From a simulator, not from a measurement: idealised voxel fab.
Process module name: voxel trench capacitor
Shown is cross-section cut, with a width of 180 nm and square cells of size 5 nm.
This document writes a cross-section as a grid whose cells are square, and gives it as bands, listed from the top down; one or more rows of cells form a band.
Top height, bottom height, nm. Materials left to right, width each, nm. Single material + "full width" = fills band edge to edge. "blank" = empty.
Convention: height 0 is the level below which the wafer, as received, is all one material. The lowest band does not terminate at the bottom but continues downward, represented as "z 0 and below".
Note: "30->40" means the width goes from the first number (top row of the band) to the second number (bottom row) in equal steps per row of cells.
Given "changes: none" for a step, no cell of the cross-section differs between before and after that step.
The list in "Enclosed void catalog" covers empty spaces of 8 cells or more that cannot reach the top through any open way, and it gives each as width x height at distance; the distance is from the left edge, and width, height and distance are in nm.
Text after the settings on a step's line: the simulator's own remark on that step.
overlay nm: for a step with a mask, the amount by which the mask lay right of where it was planned; a negative amount means left of it.
-- Process steps (planned)
1,RECEIVE | material Si
2,CONFORMAL_DEP | material SiN | thk nm 10
3,DIRECTIONAL_DEP | material aC | thk nm 10
4,PATTERN | tone open | mask id TRENCH | material resist | width nm 25 | pitch nm 55 | thk nm 25 | overlay nm 0
5,DIRECTIONAL_ETCH | etch materials aC | depth nm 10
6,STRIP | etch materials resist
7,DIRECTIONAL_ETCH | etch materials SiN | depth nm 10
8,DIRECTIONAL_ETCH | etch materials Si | depth nm 40
9,STRIP | etch materials aC
10,CONFORMAL_DEP | material SiO2 | thk nm 5
11,FILL_DEP | material polySi | thk nm 10
12,CMP | height nm 10
-- Cross-section of the incoming wafer, state after step 1
    z 0 and below: Si full width
    Enclosed void catalog: none
-- The following cross-section depicts the wafer upon conclusion of the module. Processing commenced from the starting condition illustrated above and adhered to the plan illustrated above, save for one mistake in execution
    z 10 to 5: SiO2=55 / polySi=15 / SiO2=40 / polySi=15 / SiO2=55
    z 5 to 0: SiN=50 / SiO2=5 / polySi=15 / SiO2=5 / SiN=30 / SiO2=5 / polySi=15 / SiO2=5 / SiN=50
    z 0 to -35: Si=50 / SiO2=5 / polySi=15 / SiO2=5 / Si=30 / SiO2=5 / polySi=15 / SiO2=5 / Si=50
    z -35 to -40: Si=50 / SiO2=25 / Si=30 / SiO2=25 / Si=50
    z -40 and below: Si full width
    Enclosed void catalog: none
It is concluded that the wafer was processed incorrectly with respect to the plan, in that step 2 deviated from plan and actually ran as CONFORMAL_DEP | material SiN | thk nm 5
